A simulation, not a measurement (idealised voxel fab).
Proc. module: voxel capacitor over wiring
This is section cut - it's 155 nm across, gridded in 5 nm square cells.
Cross-section layout: square cells on a grid; listed as bands, top to bottom; a band spans one or more cell rows. What a band's entry tells you: where the top is and where the bottom is, as heights in nm, and after that what lies inside, material by material from left to right, each with its width in nm. Empty space is written as the word "blank", and a single material marked with the word "throughout" occupies the band from edge to edge. It should be noted that heights are counted from 0, beneath which the wafer as supplied is of one material throughout, and that the lowest band possesses no lower boundary but continues downward, as written in "z 0 and below". The notation "30->40" denotes a width that varies across the rows of cells in the band, beginning at the first number in the top row, finishing at the second number in the bottom row, and changing by an identical amount from each row to the next. The designation "remains unaltered", where it is given for a processing step, indicates that no cell of the cross-section was altered in the course of that step. You'll see "Listed closed voids" listing empty spaces that have no way open to the top, as long as they're 8 cells or more; the notation is width x height at distance, where the distance is from the left edge, and all of it is in nm. Formally, on a step line, whatever follows the settings is a remark that the simulator itself makes on the step. Each step line may optionally specify "overlay nm", which for a step with a mask gives the rightward distance between the mask's planned place and where it lay, a negative value indicating the leftward direction.

### Below is the list of planned process steps
step 1: RECEIVE with material Si
step 2: CONFORMAL_DEP with material SiO2, thk nm 15
step 3: DIRECTIONAL_DEP with material TiN, thk nm 5
step 4: DIRECTIONAL_DEP with material W, thk nm 15
step 5: PATTERN with tone cover, mask id METAL_1, material resist, width nm 25, pitch nm 95, thk nm 20, overlay nm 0
step 6: DIRECTIONAL_ETCH with etch materials W, depth nm 15
step 7: DIRECTIONAL_ETCH with etch materials TiN, depth nm 5
step 8: STRIP with etch materials resist
step 9: FILL_DEP with material lowk, thk nm 5
step 10: CMP with height nm 35
step 11: CONFORMAL_DEP with material SiCN, thk nm 5
step 12: DIRECTIONAL_DEP with material SiO2, thk nm 20
step 13: MASKED_ETCH with tone open, mask id PLUG_1, width nm 15, etch materials SiO2, depth nm 20, overlay nm 0
step 14: MASKED_ETCH with tone open, mask id PLUG_1, width nm 15, etch materials SiCN, depth nm 5, overlay nm 0
step 15: CONFORMAL_DEP with material TiN, thk nm 5
step 16: FILL_DEP with material Cu, thk nm 5
step 17: CMP with height nm 55
step 18: DIRECTIONAL_DEP with material TiN, thk nm 10
step 19: DIRECTIONAL_DEP with material SiN, thk nm 5
step 20: DIRECTIONAL_DEP with material TiN, thk nm 10
step 21: MASKED_ETCH with tone cover, mask id UPPER_PLATE, width nm 75, etch materials TiN, depth nm 10, overlay nm 0
step 22: MASKED_ETCH with tone cover, mask id UPPER_PLATE, width nm 75, etch materials SiN, depth nm 5, overlay nm 0
step 23: MASKED_ETCH with tone cover, mask id LOWER_PLATE, width nm 85, etch materials TiN, depth nm 10, overlay nm 0
step 24: FILL_DEP with material SiO2, thk nm 15
step 25: CMP with height nm 95
step 26: PATTERN with tone open, mask id PLUG_2, material resist, width nm 15, thk nm 20, overlay nm 0
step 27: DIRECTIONAL_ETCH with etch materials SiO2, depth nm 10
step 28: STRIP with etch materials resist
step 29: CONFORMAL_DEP with material TiN, thk nm 5
step 30: FILL_DEP with material Ru, thk nm 5
step 31: CMP with height nm 95
step 32: CONFORMAL_DEP with material SiCN, thk nm 5
Quick note for whoever runs this: the wafers start identical, but the height nm at step 17 isn't the same across them. The plan just shows what the first wafer had.

### So this is the first of several wafers, cross-sectioned as it came to us, meaning it's at the end of step 1
z 0 and below: Si throughout
Listed closed voids: none

### Depicted here is the first of several wafers in cross-section, at module completion following the last step, step 32
z 100 to 95: SiCN throughout
z 95 to 90: SiO2 35 nm, TiN 5 nm, Ru 5 nm, TiN 5 nm, SiO2 105 nm
z 90 to 85: SiO2 35 nm, TiN 15 nm, SiO2 105 nm
z 85 to 80: SiO2 throughout
z 80 to 70: SiO2 25 nm, TiN 75 nm, SiO2 55 nm
z 70 to 65: SiO2 25 nm, SiN 75 nm, SiO2 55 nm
z 65 to 55: SiO2 20 nm, TiN 85 nm, SiO2 50 nm
z 55 to 40: SiO2 25 nm, TiN 5 nm, Cu 5 nm, TiN 5 nm, SiO2 115 nm
z 40 to 35: SiCN 25 nm, TiN 15 nm, SiCN 115 nm
z 35 to 20: lowk 15 nm, W 25 nm, lowk 70 nm, W 25 nm, lowk 20 nm
z 20 to 15: lowk 15 nm, TiN 25 nm, lowk 70 nm, TiN 25 nm, lowk 20 nm
z 15 to 0: SiO2 throughout
z 0 and below: Si throughout
Listed closed voids: none

### Cross-section, last wafer, module completion
z 100 to 95: SiCN throughout
z 95 to 85: SiO2 25 nm, TiN 75 nm, SiO2 55 nm
z 85 to 80: SiO2 25 nm, SiN 75 nm, SiO2 55 nm
z 80 to 70: SiO2 20 nm, TiN 85 nm, SiO2 50 nm
z 70 to 65: Cu throughout
z 65 to 60: TiN 30 nm, Cu 5 nm, TiN 120 nm
z 60 to 40: SiO2 25 nm, TiN 5 nm, Cu 5 nm, TiN 5 nm, SiO2 115 nm
z 40 to 35: SiCN 25 nm, TiN 15 nm, SiCN 115 nm
z 35 to 20: lowk 15 nm, W 25 nm, lowk 70 nm, W 25 nm, lowk 20 nm
z 20 to 15: lowk 15 nm, TiN 25 nm, lowk 70 nm, TiN 25 nm, lowk 20 nm
z 15 to 0: SiO2 throughout
z 0 and below: Si throughout
Listed closed voids: none

### Table: wafers, a row each; end-of-module cell change per material since receipt, gain (+), loss (-); then closed voids
height nm 55; +3 Cu; +1 Ru; +59 SiCN; +15 SiN; +340 SiO2; +88 TiN; +30 W; +84 lowk; Listed closed voids: none
height nm 60; +4 Cu; +1 Ru; +59 SiCN; +15 SiN; +337 SiO2; +90 TiN; +30 W; +84 lowk; Listed closed voids: none
height nm 65; +5 Cu; +59 SiCN; +15 SiN; +309 SiO2; +118 TiN; +30 W; +84 lowk; Listed closed voids: none
height nm 70; +36 Cu; +59 SiCN; +15 SiN; +281 SiO2; +115 TiN; +30 W; +84 lowk; Listed closed voids: none
